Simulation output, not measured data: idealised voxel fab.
Module name: voxel transistor to metal (process module)
Square cell edge 5 nm, section width 180 nm, ID cut.
Square cells in a grid make up a cross-section in this document, and the grid is given as bands, listed from the top down, each one or more rows of cells.
Basically the band line says how high the top is and how high the bottom is, in nm, and then what's in it from left to right, every material with its width in nm. Empty space shows up as "blank", and if a single material carries "full width" it runs the full band edge to edge.
Beneath 0, the wafer as received is one material, and that level is where height counting begins. The lowest band goes on downward without a bottom; it is written like "0 -> down".
It should be noted that a width expressed as "30 to 40" varies in equal increments from row to row of cells within the band, taking the value of the first number at the top row and that of the second number at the bottom row.
What does "nothing changed" mean for a step? It means no cell of the cross-section changed in that step.
Entry "Enclosed voids" = empty spaces >= 8 cells with no open way to the top; each as width x height at distance, distance from left edge, all nm.
Note: text after step settings on the step line = simulator remark on that step.
Steps that use a mask can have "overlay nm" on their line. It says how far the mask sat to the right of where it was meant to be. Negative means to the left.
Planned process steps
1: RECEIVE, material Si
2: CONFORMAL_DEP, material SiO2, thk nm 5
3: CONFORMAL_DEP, material SiN, thk nm 10
4: MASKED_ETCH, tone cover, mask id ACTIVE, width nm 95, etch materials SiN, depth nm 10, overlay nm 0
5: MASKED_ETCH, tone cover, mask id ACTIVE, width nm 95, etch materials SiO2, depth nm 5, overlay nm 0
6: MASKED_ETCH, tone cover, mask id ACTIVE, width nm 95, etch materials Si, depth nm 35, overlay nm 0
7: OXIDIZE, depth nm 5
8: FILL_DEP, material SiO2, thk nm 10
9: CMP, height nm 15
10: SELECTIVE_ETCH, etch materials SiO2, depth nm 10
11: STRIP, etch materials SiN
12: SELECTIVE_ETCH, etch materials SiO2, depth nm 5
13: OXIDIZE, depth nm 5
14: DIRECTIONAL_DEP, material polySi, thk nm 30
15: DIRECTIONAL_DEP, material SiCN, thk nm 15
16: PATTERN, tone cover, mask id GATE, material resist, width nm 25, thk nm 15, overlay nm 0
17: DIRECTIONAL_ETCH, etch materials SiCN, depth nm 25
18: DIRECTIONAL_ETCH, etch materials polySi, depth nm 40
19: STRIP, etch materials resist
20: CONFORMAL_DEP, material SiN, thk nm 5
21: DIRECTIONAL_ETCH, etch materials SiN, depth nm 5
22: DIRECTIONAL_ETCH, etch materials SiO2, depth nm 5
23: EPI, material SiGe, thk nm 5
24: FILL_DEP, material SiO2, thk nm 5
25: CMP, height nm 30
26: STRIP, etch materials polySi
27: SELECTIVE_ETCH, etch materials SiO2, depth nm 5
28: CONFORMAL_DEP, material HfO2, thk nm 5
29: CONFORMAL_DEP, material TiN, thk nm 5
30: FILL_DEP, material W, thk nm 10
31: CMP, height nm 25
32: DIRECTIONAL_DEP, material SiO2, thk nm 15
33: PATTERN, tone open, mask id CONTACT, material resist, width nm 15, pitch nm 70, thk nm 15, overlay nm 0
34: DIRECTIONAL_ETCH, etch materials SiO2, depth nm 40
35: STRIP, etch materials resist
36: CONFORMAL_DEP, material TiN, thk nm 5
37: FILL_DEP, material Ru, thk nm 10
38: CMP, height nm 40
39: CONFORMAL_DEP, material SiN, thk nm 5
40: DIRECTIONAL_DEP, material SiO2, thk nm 25
41: PATTERN, tone open, mask id METAL_1, material resist, width nm 15, pitch nm 70, thk nm 15, overlay nm 0
42: DIRECTIONAL_ETCH, etch materials SiO2, depth nm 25
43: DIRECTIONAL_ETCH, etch materials SiN, depth nm 5
44: STRIP, etch materials resist
45: CONFORMAL_DEP, material TiN, thk nm 5
46: FILL_DEP, material Cu, thk nm 10
47: CMP, height nm 70
48: CONFORMAL_DEP, material SiCN, thk nm 5
49: DIRECTIONAL_DEP, material SiO2, thk nm 30
50: DIRECTIONAL_DEP, material aC, thk nm 10
51: PATTERN, tone open, mask id METAL_2, material resist, width nm 15, pitch nm 70, thk nm 25, overlay nm 0
52: DIRECTIONAL_ETCH, etch materials aC, depth nm 10
53: STRIP, etch materials resist
54: DIRECTIONAL_ETCH, etch materials SiO2, depth nm 15
55: STRIP, etch materials aC
56: DIRECTIONAL_DEP, material aC, thk nm 15
57: PATTERN, tone open, mask id METAL_2_HOLES, material resist, width nm 15, pitch nm 70, thk nm 30, overlay nm 0
58: DIRECTIONAL_ETCH, etch materials aC, depth nm 15
59: STRIP, etch materials resist
60: DIRECTIONAL_ETCH, etch materials SiO2, depth nm 15
61: DIRECTIONAL_ETCH, etch materials SiCN, depth nm 5
62: STRIP, etch materials aC
63: CONFORMAL_DEP, material TiN, thk nm 5
64: FILL_DEP, material Cu, thk nm 10
65: CMP, height nm 105
66: CONFORMAL_DEP, material SiCN, thk nm 5
First wafer of two (run as planned)
As received, after step 1
    0 -> down: Si full width
    Enclosed voids: none
Cross-section of the wafer after step 2
    5 -> 0: SiO2 full width
    Lower than 0, everything is as it was.
Cross-section of the wafer after step 3
    15 -> 5: SiN full width
    Lower than 5, everything is as it was.
Cross-section of the wafer after step 4
    15 -> 5: blank=40; SiN=95; blank=45
    Lower than 5, everything is as it was.
Cross-section of the wafer after step 5
    15 -> 5: blank=40; SiN=95; blank=45
    5 -> 0: blank=40; SiO2=95; blank=45
    Lower than 0, everything is as it was.
Cross-section of the wafer after step 6
    15 -> 5: blank=40; SiN=95; blank=45
    5 -> 0: blank=40; SiO2=95; blank=45
    0 -> -35: blank=40; Si=95; blank=45
    Lower than -35, everything is as it was.
Cross-section of the wafer after step 7
    15 -> 5: blank=40; SiN=95; blank=45
    5 -> 0: blank=40; SiO2=95; blank=45
    0 -> -35: blank=40; SiO2=5; Si=85; SiO2=5; blank=45
    -35 -> -40: SiO2=45; Si=85; SiO2=50
    Lower than -40, everything is as it was.
Cross-section of the wafer after step 8
    25 -> 15: SiO2 full width
    15 -> 5: SiO2=40; SiN=95; SiO2=45
    5 -> 0: SiO2 full width
    0 -> -40: SiO2=45; Si=85; SiO2=50
    Lower than -40, everything is as it was.
Cross-section of the wafer after step 9
    15 -> 5: SiO2=40; SiN=95; SiO2=45
    Lower than 5, everything is as it was.
Cross-section of the wafer after step 10
    15 -> 5: blank=40; SiN=95; blank=45
    Lower than 5, everything is as it was.
Cross-section of the wafer after step 11
    5 -> 0: SiO2 full width
    Lower than 0, everything is as it was.
Cross-section of the wafer after step 12
    0 -> -40: SiO2=45; Si=85; SiO2=50
    Lower than -40, everything is as it was.
Cross-section of the wafer after step 13
    0 -> -5: SiO2 full width
    Lower than -5, everything is as it was.
Cross-section of the wafer after step 14
    30 -> 0: polySi full width
    Lower than 0, everything is as it was.
Cross-section of the wafer after step 15
    45 -> 30: SiCN full width
    Lower than 30, everything is as it was.
Cross-section of the wafer after step 16
    60 -> 45: blank=75; resist=25; blank=80
    Lower than 45, everything is as it was.
Cross-section of the wafer after step 17
    60 -> 45: blank=75; resist=25; blank=80
    45 -> 30: blank=75; SiCN=25; blank=80
    Lower than 30, everything is as it was.
Cross-section of the wafer after step 18
    60 -> 45: blank=75; resist=25; blank=80
    45 -> 30: blank=75; SiCN=25; blank=80
    30 -> 0: blank=75; polySi=25; blank=80
    Lower than 0, everything is as it was.
Cross-section of the wafer after step 19
    45 -> 30: blank=75; SiCN=25; blank=80
    Lower than 30, everything is as it was.
Cross-section of the wafer after step 20
    50 -> 45: blank=70; SiN=35; blank=75
    45 -> 30: blank=70; SiN=5; SiCN=25; SiN=5; blank=75
    30 -> 5: blank=70; SiN=5; polySi=25; SiN=5; blank=75
    5 -> 0: SiN=75; polySi=25; SiN=80
    Lower than 0, everything is as it was.
Cross-section of the wafer after step 21
    45 -> 30: blank=70; SiN=5; SiCN=25; SiN=5; blank=75
    30 -> 0: blank=70; SiN=5; polySi=25; SiN=5; blank=75
    Lower than 0, everything is as it was.
Cross-section of the wafer after step 22
    45 -> 30: blank=70; SiN=5; SiCN=25; SiN=5; blank=75
    30 -> 0: blank=70; SiN=5; polySi=25; SiN=5; blank=75
    0 -> -5: blank=70; SiO2=35; blank=75
    Lower than -5, everything is as it was.
Cross-section of the wafer after step 23
    45 -> 30: blank=70; SiN=5; SiCN=25; SiN=5; blank=75
    30 -> 0: blank=70; SiN=5; polySi=25; SiN=5; blank=75
    0 -> -5: blank=40; SiGe=30; SiO2=35; SiGe=30; blank=45
    Lower than -5, everything is as it was.
Cross-section of the wafer after step 24
    50 -> 45: SiO2 full width
    45 -> 30: SiO2=70; SiN=5; SiCN=25; SiN=5; SiO2=75
    30 -> 0: SiO2=70; SiN=5; polySi=25; SiN=5; SiO2=75
    0 -> -5: SiO2=40; SiGe=30; SiO2=35; SiGe=30; SiO2=45
    Lower than -5, everything is as it was.
Cross-section of the wafer after step 25
    30 -> 0: SiO2=70; SiN=5; polySi=25; SiN=5; SiO2=75
    Lower than 0, everything is as it was.
Cross-section of the wafer after step 26
    30 -> 0: SiO2=70; SiN=5; blank=25; SiN=5; SiO2=75
    Lower than 0, everything is as it was.
Cross-section of the wafer after step 27
    30 -> 25: blank=70; SiN=5; blank=25; SiN=5; blank=75
    25 -> 0: SiO2=70; SiN=5; blank=25; SiN=5; SiO2=75
    0 -> -5: SiO2=40; SiGe=30; blank=35; SiGe=30; SiO2=45
    Lower than -5, everything is as it was.
Cross-section of the wafer after step 28
    35 -> 30: blank=65; HfO2=15; blank=15; HfO2=15; blank=70
    30 -> 25: HfO2=70; SiN=5; HfO2=5; blank=15; HfO2=5; SiN=5; HfO2=75
    25 -> 0: SiO2=70; SiN=5; HfO2=5; blank=15; HfO2=5; SiN=5; SiO2=75
    0 -> -5: SiO2=40; SiGe=30; HfO2=35; SiGe=30; SiO2=45
    Lower than -5, everything is as it was.
Cross-section of the wafer after step 29
    40 -> 35: blank=60; TiN=25; blank=5; TiN=25; blank=65
    35 -> 30: TiN=65; HfO2=15; TiN=5; blank=5; TiN=5; HfO2=15; TiN=70
    30 -> 25: HfO2=70; SiN=5; HfO2=5; TiN=5; blank=5; TiN=5; HfO2=5; SiN=5; HfO2=75
    25 -> 5: SiO2=70; SiN=5; HfO2=5; TiN=5; blank=5; TiN=5; HfO2=5; SiN=5; SiO2=75
    5 -> 0: SiO2=70; SiN=5; HfO2=5; TiN=15; HfO2=5; SiN=5; SiO2=75
    Lower than 0, everything is as it was.
Cross-section of the wafer after step 30
    50 -> 40: W full width
    40 -> 35: W=60; TiN=25; W=5; TiN=25; W=65
    35 -> 30: TiN=65; HfO2=15; TiN=5; W=5; TiN=5; HfO2=15; TiN=70
    30 -> 25: HfO2=70; SiN=5; HfO2=5; TiN=5; W=5; TiN=5; HfO2=5; SiN=5; HfO2=75
    25 -> 5: SiO2=70; SiN=5; HfO2=5; TiN=5; W=5; TiN=5; HfO2=5; SiN=5; SiO2=75
    Lower than 5, everything is as it was.
Cross-section of the wafer after step 31
    25 -> 5: SiO2=70; SiN=5; HfO2=5; TiN=5; W=5; TiN=5; HfO2=5; SiN=5; SiO2=75
    Lower than 5, everything is as it was.
Cross-section of the wafer after step 32
    40 -> 25: SiO2 full width
    Lower than 25, everything is as it was.
Cross-section of the wafer after step 33
    55 -> 40: resist=45; blank=15; resist=55; blank=15; resist=50
    Lower than 40, everything is as it was.
Cross-section of the wafer after step 34
    55 -> 40: resist=45; blank=15; resist=55; blank=15; resist=50
    40 -> 25: SiO2=45; blank=15; SiO2=55; blank=15; SiO2=50
    25 -> 5: SiO2=45; blank=15; SiO2=10; SiN=5; HfO2=5; TiN=5; W=5; TiN=5; HfO2=5; SiN=5; SiO2=10; blank=15; SiO2=50
    5 -> 0: SiO2=45; blank=15; SiO2=10; SiN=5; HfO2=5; TiN=15; HfO2=5; SiN=5; SiO2=10; blank=15; SiO2=50
    Lower than 0, everything is as it was.
Cross-section of the wafer after step 35
    40 -> 25: SiO2=45; blank=15; SiO2=55; blank=15; SiO2=50
    Lower than 25, everything is as it was.
Cross-section of the wafer after step 36
    45 -> 40: TiN=50; blank=5; TiN=65; blank=5; TiN=55
    40 -> 25: SiO2=45; TiN=5; blank=5; TiN=5; SiO2=55; TiN=5; blank=5; TiN=5; SiO2=50
    25 -> 5: SiO2=45; TiN=5; blank=5; TiN=5; SiO2=10; SiN=5; HfO2=5; TiN=5; W=5; TiN=5; HfO2=5; SiN=5; SiO2=10; TiN=5; blank=5; TiN=5; SiO2=50
    5 -> 0: SiO2=45; TiN=15; SiO2=10; SiN=5; HfO2=5; TiN=15; HfO2=5; SiN=5; SiO2=10; TiN=15; SiO2=50
    Lower than 0, everything is as it was.
Cross-section of the wafer after step 37
    55 -> 45: Ru full width
    45 -> 40: TiN=50; Ru=5; TiN=65; Ru=5; TiN=55
    40 -> 25: SiO2=45; TiN=5; Ru=5; TiN=5; SiO2=55; TiN=5; Ru=5; TiN=5; SiO2=50
    25 -> 5: SiO2=45; TiN=5; Ru=5; TiN=5; SiO2=10; SiN=5; HfO2=5; TiN=5; W=5; TiN=5; HfO2=5; SiN=5; SiO2=10; TiN=5; Ru=5; TiN=5; SiO2=50
    Lower than 5, everything is as it was.
Cross-section of the wafer after step 38
    40 -> 25: SiO2=45; TiN=5; Ru=5; TiN=5; SiO2=55; TiN=5; Ru=5; TiN=5; SiO2=50
    Lower than 25, everything is as it was.
Cross-section of the wafer after step 39
    45 -> 40: SiN full width
    Lower than 40, everything is as it was.
Cross-section of the wafer after step 40
    70 -> 45: SiO2 full width
    Lower than 45, everything is as it was.
Cross-section of the wafer after step 41
    85 -> 70: resist=45; blank=15; resist=55; blank=15; resist=50
    Lower than 70, everything is as it was.
Cross-section of the wafer after step 42
    85 -> 70: resist=45; blank=15; resist=55; blank=15; resist=50
    70 -> 45: SiO2=45; blank=15; SiO2=55; blank=15; SiO2=50
    Lower than 45, everything is as it was.
Cross-section of the wafer after step 43
    85 -> 70: resist=45; blank=15; resist=55; blank=15; resist=50
    70 -> 45: SiO2=45; blank=15; SiO2=55; blank=15; SiO2=50
    45 -> 40: SiN=45; blank=15; SiN=55; blank=15; SiN=50
    Lower than 40, everything is as it was.
Cross-section of the wafer after step 44
    70 -> 45: SiO2=45; blank=15; SiO2=55; blank=15; SiO2=50
    Lower than 45, everything is as it was.
Cross-section of the wafer after step 45
    75 -> 70: TiN=50; blank=5; TiN=65; blank=5; TiN=55
    70 -> 45: SiO2=45; TiN=5; blank=5; TiN=5; SiO2=55; TiN=5; blank=5; TiN=5; SiO2=50
    45 -> 40: SiN=45; TiN=15; SiN=55; TiN=15; SiN=50
    Lower than 40, everything is as it was.
Cross-section of the wafer after step 46
    85 -> 75: Cu full width
    75 -> 70: TiN=50; Cu=5; TiN=65; Cu=5; TiN=55
    70 -> 45: SiO2=45; TiN=5; Cu=5; TiN=5; SiO2=55; TiN=5; Cu=5; TiN=5; SiO2=50
    Lower than 45, everything is as it was.
Cross-section of the wafer after step 47
    70 -> 45: SiO2=45; TiN=5; Cu=5; TiN=5; SiO2=55; TiN=5; Cu=5; TiN=5; SiO2=50
    Lower than 45, everything is as it was.
Cross-section of the wafer after step 48
    75 -> 70: SiCN full width
    Lower than 70, everything is as it was.
Cross-section of the wafer after step 49
    105 -> 75: SiO2 full width
    Lower than 75, everything is as it was.
Cross-section of the wafer after step 50
    115 -> 105: aC full width
    Lower than 105, everything is as it was.
Cross-section of the wafer after step 51
    140 -> 115: resist=45; blank=15; resist=55; blank=15; resist=50
    Lower than 115, everything is as it was.
Cross-section of the wafer after step 52
    130 -> 115: resist=45; blank=15; resist=55; blank=15; resist=50
    115 -> 105: aC=45; blank=15; aC=55; blank=15; aC=50
    Lower than 105, everything is as it was.
Cross-section of the wafer after step 53
    115 -> 105: aC=45; blank=15; aC=55; blank=15; aC=50
    Lower than 105, everything is as it was.
Cross-section of the wafer after step 54
    115 -> 105: aC=45; blank=15; aC=55; blank=15; aC=50
    105 -> 90: SiO2=45; blank=15; SiO2=55; blank=15; SiO2=50
    Lower than 90, everything is as it was.
Cross-section of the wafer after step 55
    105 -> 90: SiO2=45; blank=15; SiO2=55; blank=15; SiO2=50
    Lower than 90, everything is as it was.
Cross-section of the wafer after step 56
    120 -> 105: aC=45; blank=15; aC=55; blank=15; aC=50
    105 -> 90: SiO2=45; aC=15; SiO2=55; aC=15; SiO2=50
    Lower than 90, everything is as it was.
Cross-section of the wafer after step 57
    150 -> 120: resist=45; blank=15; resist=55; blank=15; resist=50
    Lower than 120, everything is as it was.
Cross-section of the wafer after step 58
    135 -> 120: resist=45; blank=15; resist=55; blank=15; resist=50
    120 -> 105: aC=45; blank=15; aC=55; blank=15; aC=50
    105 -> 90: SiO2=45; blank=15; SiO2=55; blank=15; SiO2=50
    Lower than 90, everything is as it was.
Cross-section of the wafer after step 59
    120 -> 105: aC=45; blank=15; aC=55; blank=15; aC=50
    Lower than 105, everything is as it was.
Cross-section of the wafer after step 60
    120 -> 105: aC=45; blank=15; aC=55; blank=15; aC=50
    105 -> 75: SiO2=45; blank=15; SiO2=55; blank=15; SiO2=50
    Lower than 75, everything is as it was.
Cross-section of the wafer after step 61
    120 -> 105: aC=45; blank=15; aC=55; blank=15; aC=50
    105 -> 75: SiO2=45; blank=15; SiO2=55; blank=15; SiO2=50
    75 -> 70: SiCN=45; blank=15; SiCN=55; blank=15; SiCN=50
    Lower than 70, everything is as it was.
Cross-section of the wafer after step 62
    105 -> 75: SiO2=45; blank=15; SiO2=55; blank=15; SiO2=50
    Lower than 75, everything is as it was.
Cross-section of the wafer after step 63
    110 -> 105: TiN=50; blank=5; TiN=65; blank=5; TiN=55
    105 -> 75: SiO2=45; TiN=5; blank=5; TiN=5; SiO2=55; TiN=5; blank=5; TiN=5; SiO2=50
    75 -> 70: SiCN=45; TiN=15; SiCN=55; TiN=15; SiCN=50
    Lower than 70, everything is as it was.
Cross-section of the wafer after step 64
    120 -> 110: Cu full width
    110 -> 105: TiN=50; Cu=5; TiN=65; Cu=5; TiN=55
    105 -> 75: SiO2=45; TiN=5; Cu=5; TiN=5; SiO2=55; TiN=5; Cu=5; TiN=5; SiO2=50
    Lower than 75, everything is as it was.
Cross-section of the wafer after step 65
    105 -> 75: SiO2=45; TiN=5; Cu=5; TiN=5; SiO2=55; TiN=5; Cu=5; TiN=5; SiO2=50
    Lower than 75, everything is as it was.
Cross-section of the wafer after step 66
    110 -> 105: SiCN full width
    Lower than 105, everything is as it was.
Notes, second wafer: start = first wafer's, plan = first wafer's, execution had one mistake; history identical to first through step 27
Cross-section: second wafer, time at which step 28 was scheduled to end
    35 -> 30: blank=65; TiN=15; blank=15; TiN=15; blank=70
    30 -> 25: TiN=70; SiN=5; TiN=5; blank=15; TiN=5; SiN=5; TiN=75
    25 -> 0: SiO2=70; SiN=5; TiN=5; blank=15; TiN=5; SiN=5; SiO2=75
    0 -> -5: SiO2=40; SiGe=30; TiN=35; SiGe=30; SiO2=45
    Lower than -5, everything is as it was.
Cross-section: second wafer, time at which step 29 was scheduled to end
    40 -> 35: blank=60; HfO2=25; blank=5; HfO2=25; blank=65
    35 -> 30: HfO2=65; TiN=15; HfO2=5; blank=5; HfO2=5; TiN=15; HfO2=70
    30 -> 25: TiN=70; SiN=5; TiN=5; HfO2=5; blank=5; HfO2=5; TiN=5; SiN=5; TiN=75
    25 -> 5: SiO2=70; SiN=5; TiN=5; HfO2=5; blank=5; HfO2=5; TiN=5; SiN=5; SiO2=75
    5 -> 0: SiO2=70; SiN=5; TiN=5; HfO2=15; TiN=5; SiN=5; SiO2=75
    Lower than 0, everything is as it was.
Cross-section: second wafer, time at which step 30 was scheduled to end
    50 -> 40: W full width
    40 -> 35: W=60; HfO2=25; W=5; HfO2=25; W=65
    35 -> 30: HfO2=65; TiN=15; HfO2=5; W=5; HfO2=5; TiN=15; HfO2=70
    30 -> 25: TiN=70; SiN=5; TiN=5; HfO2=5; W=5; HfO2=5; TiN=5; SiN=5; TiN=75
    25 -> 5: SiO2=70; SiN=5; TiN=5; HfO2=5; W=5; HfO2=5; TiN=5; SiN=5; SiO2=75
    Lower than 5, everything is as it was.
Cross-section: second wafer, time at which step 31 was scheduled to end
    25 -> 5: SiO2=70; SiN=5; TiN=5; HfO2=5; W=5; HfO2=5; TiN=5; SiN=5; SiO2=75
    Lower than 5, everything is as it was.
Cross-section: second wafer, time at which step 32 was scheduled to end
    40 -> 25: SiO2 full width
    Lower than 25, everything is as it was.
Cross-section: second wafer, time at which step 33 was scheduled to end
    55 -> 40: resist=45; blank=15; resist=55; blank=15; resist=50
    Lower than 40, everything is as it was.
Cross-section: second wafer, time at which step 34 was scheduled to end
    55 -> 40: resist=45; blank=15; resist=55; blank=15; resist=50
    40 -> 25: SiO2=45; blank=15; SiO2=55; blank=15; SiO2=50
    25 -> 5: SiO2=45; blank=15; SiO2=10; SiN=5; TiN=5; HfO2=5; W=5; HfO2=5; TiN=5; SiN=5; SiO2=10; blank=15; SiO2=50
    5 -> 0: SiO2=45; blank=15; SiO2=10; SiN=5; TiN=5; HfO2=15; TiN=5; SiN=5; SiO2=10; blank=15; SiO2=50
    Lower than 0, everything is as it was.
Cross-section: second wafer, time at which step 35 was scheduled to end
    40 -> 25: SiO2=45; blank=15; SiO2=55; blank=15; SiO2=50
    Lower than 25, everything is as it was.
Cross-section: second wafer, time at which step 36 was scheduled to end
    45 -> 40: TiN=50; blank=5; TiN=65; blank=5; TiN=55
    40 -> 25: SiO2=45; TiN=5; blank=5; TiN=5; SiO2=55; TiN=5; blank=5; TiN=5; SiO2=50
    25 -> 5: SiO2=45; TiN=5; blank=5; TiN=5; SiO2=10; SiN=5; TiN=5; HfO2=5; W=5; HfO2=5; TiN=5; SiN=5; SiO2=10; TiN=5; blank=5; TiN=5; SiO2=50
    5 -> 0: SiO2=45; TiN=15; SiO2=10; SiN=5; TiN=5; HfO2=15; TiN=5; SiN=5; SiO2=10; TiN=15; SiO2=50
    Lower than 0, everything is as it was.
Cross-section: second wafer, time at which step 37 was scheduled to end
    55 -> 45: Ru full width
    45 -> 40: TiN=50; Ru=5; TiN=65; Ru=5; TiN=55
    40 -> 25: SiO2=45; TiN=5; Ru=5; TiN=5; SiO2=55; TiN=5; Ru=5; TiN=5; SiO2=50
    25 -> 5: SiO2=45; TiN=5; Ru=5; TiN=5; SiO2=10; SiN=5; TiN=5; HfO2=5; W=5; HfO2=5; TiN=5; SiN=5; SiO2=10; TiN=5; Ru=5; TiN=5; SiO2=50
    Lower than 5, everything is as it was.
Cross-section: second wafer, time at which step 38 was scheduled to end
    40 -> 25: SiO2=45; TiN=5; Ru=5; TiN=5; SiO2=55; TiN=5; Ru=5; TiN=5; SiO2=50
    Lower than 25, everything is as it was.
Cross-section: second wafer, time at which step 39 was scheduled to end
    45 -> 40: SiN full width
    Lower than 40, everything is as it was.
Cross-section: second wafer, time at which step 40 was scheduled to end
    70 -> 45: SiO2 full width
    Lower than 45, everything is as it was.
Cross-section: second wafer, time at which step 41 was scheduled to end
    85 -> 70: resist=45; blank=15; resist=55; blank=15; resist=50
    Lower than 70, everything is as it was.
Cross-section: second wafer, time at which step 42 was scheduled to end
    85 -> 70: resist=45; blank=15; resist=55; blank=15; resist=50
    70 -> 45: SiO2=45; blank=15; SiO2=55; blank=15; SiO2=50
    Lower than 45, everything is as it was.
Cross-section: second wafer, time at which step 43 was scheduled to end
    85 -> 70: resist=45; blank=15; resist=55; blank=15; resist=50
    70 -> 45: SiO2=45; blank=15; SiO2=55; blank=15; SiO2=50
    45 -> 40: SiN=45; blank=15; SiN=55; blank=15; SiN=50
    Lower than 40, everything is as it was.
Cross-section: second wafer, time at which step 44 was scheduled to end
    70 -> 45: SiO2=45; blank=15; SiO2=55; blank=15; SiO2=50
    Lower than 45, everything is as it was.
Cross-section: second wafer, time at which step 45 was scheduled to end
    75 -> 70: TiN=50; blank=5; TiN=65; blank=5; TiN=55
    70 -> 45: SiO2=45; TiN=5; blank=5; TiN=5; SiO2=55; TiN=5; blank=5; TiN=5; SiO2=50
    45 -> 40: SiN=45; TiN=15; SiN=55; TiN=15; SiN=50
    Lower than 40, everything is as it was.
Cross-section: second wafer, time at which step 46 was scheduled to end
    85 -> 75: Cu full width
    75 -> 70: TiN=50; Cu=5; TiN=65; Cu=5; TiN=55
    70 -> 45: SiO2=45; TiN=5; Cu=5; TiN=5; SiO2=55; TiN=5; Cu=5; TiN=5; SiO2=50
    Lower than 45, everything is as it was.
Cross-section: second wafer, time at which step 47 was scheduled to end
    70 -> 45: SiO2=45; TiN=5; Cu=5; TiN=5; SiO2=55; TiN=5; Cu=5; TiN=5; SiO2=50
    Lower than 45, everything is as it was.
Cross-section: second wafer, time at which step 48 was scheduled to end
    75 -> 70: SiCN full width
    Lower than 70, everything is as it was.
Cross-section: second wafer, time at which step 49 was scheduled to end
    105 -> 75: SiO2 full width
    Lower than 75, everything is as it was.
Cross-section: second wafer, time at which step 50 was scheduled to end
    115 -> 105: aC full width
    Lower than 105, everything is as it was.
Cross-section: second wafer, time at which step 51 was scheduled to end
    140 -> 115: resist=45; blank=15; resist=55; blank=15; resist=50
    Lower than 115, everything is as it was.
Cross-section: second wafer, time at which step 52 was scheduled to end
    130 -> 115: resist=45; blank=15; resist=55; blank=15; resist=50
    115 -> 105: aC=45; blank=15; aC=55; blank=15; aC=50
    Lower than 105, everything is as it was.
Cross-section: second wafer, time at which step 53 was scheduled to end
    115 -> 105: aC=45; blank=15; aC=55; blank=15; aC=50
    Lower than 105, everything is as it was.
Cross-section: second wafer, time at which step 54 was scheduled to end
    115 -> 105: aC=45; blank=15; aC=55; blank=15; aC=50
    105 -> 90: SiO2=45; blank=15; SiO2=55; blank=15; SiO2=50
    Lower than 90, everything is as it was.
Cross-section: second wafer, time at which step 55 was scheduled to end
    105 -> 90: SiO2=45; blank=15; SiO2=55; blank=15; SiO2=50
    Lower than 90, everything is as it was.
Cross-section: second wafer, time at which step 56 was scheduled to end
    120 -> 105: aC=45; blank=15; aC=55; blank=15; aC=50
    105 -> 90: SiO2=45; aC=15; SiO2=55; aC=15; SiO2=50
    Lower than 90, everything is as it was.
Cross-section: second wafer, time at which step 57 was scheduled to end
    150 -> 120: resist=45; blank=15; resist=55; blank=15; resist=50
    Lower than 120, everything is as it was.
Cross-section: second wafer, time at which step 58 was scheduled to end
    135 -> 120: resist=45; blank=15; resist=55; blank=15; resist=50
    120 -> 105: aC=45; blank=15; aC=55; blank=15; aC=50
    105 -> 90: SiO2=45; blank=15; SiO2=55; blank=15; SiO2=50
    Lower than 90, everything is as it was.
Cross-section: second wafer, time at which step 59 was scheduled to end
    120 -> 105: aC=45; blank=15; aC=55; blank=15; aC=50
    Lower than 105, everything is as it was.
Cross-section: second wafer, time at which step 60 was scheduled to end
    120 -> 105: aC=45; blank=15; aC=55; blank=15; aC=50
    105 -> 75: SiO2=45; blank=15; SiO2=55; blank=15; SiO2=50
    Lower than 75, everything is as it was.
Cross-section: second wafer, time at which step 61 was scheduled to end
    120 -> 105: aC=45; blank=15; aC=55; blank=15; aC=50
    105 -> 75: SiO2=45; blank=15; SiO2=55; blank=15; SiO2=50
    75 -> 70: SiCN=45; blank=15; SiCN=55; blank=15; SiCN=50
    Lower than 70, everything is as it was.
Cross-section: second wafer, time at which step 62 was scheduled to end
    105 -> 75: SiO2=45; blank=15; SiO2=55; blank=15; SiO2=50
    Lower than 75, everything is as it was.
Cross-section: second wafer, time at which step 63 was scheduled to end
    110 -> 105: TiN=50; blank=5; TiN=65; blank=5; TiN=55
    105 -> 75: SiO2=45; TiN=5; blank=5; TiN=5; SiO2=55; TiN=5; blank=5; TiN=5; SiO2=50
    75 -> 70: SiCN=45; TiN=15; SiCN=55; TiN=15; SiCN=50
    Lower than 70, everything is as it was.
Cross-section: second wafer, time at which step 64 was scheduled to end
    120 -> 110: Cu full width
    110 -> 105: TiN=50; Cu=5; TiN=65; Cu=5; TiN=55
    105 -> 75: SiO2=45; TiN=5; Cu=5; TiN=5; SiO2=55; TiN=5; Cu=5; TiN=5; SiO2=50
    Lower than 75, everything is as it was.
Cross-section: second wafer, time at which step 65 was scheduled to end
    105 -> 75: SiO2=45; TiN=5; Cu=5; TiN=5; SiO2=55; TiN=5; Cu=5; TiN=5; SiO2=50
    Lower than 75, everything is as it was.
Cross-section: second wafer, time at which step 66 was scheduled to end
    110 -> 105: SiCN full width
    Lower than 105, everything is as it was.
What went wrong in running the wafer? the processing plan was not followed for steps 28 and 29, which were run with their positions exchanged
Once processing is complete, comparing cell counts shows that the second wafer has more or fewer of certain materials than the first: 6 fewer of HfO2 | 6 more of TiN
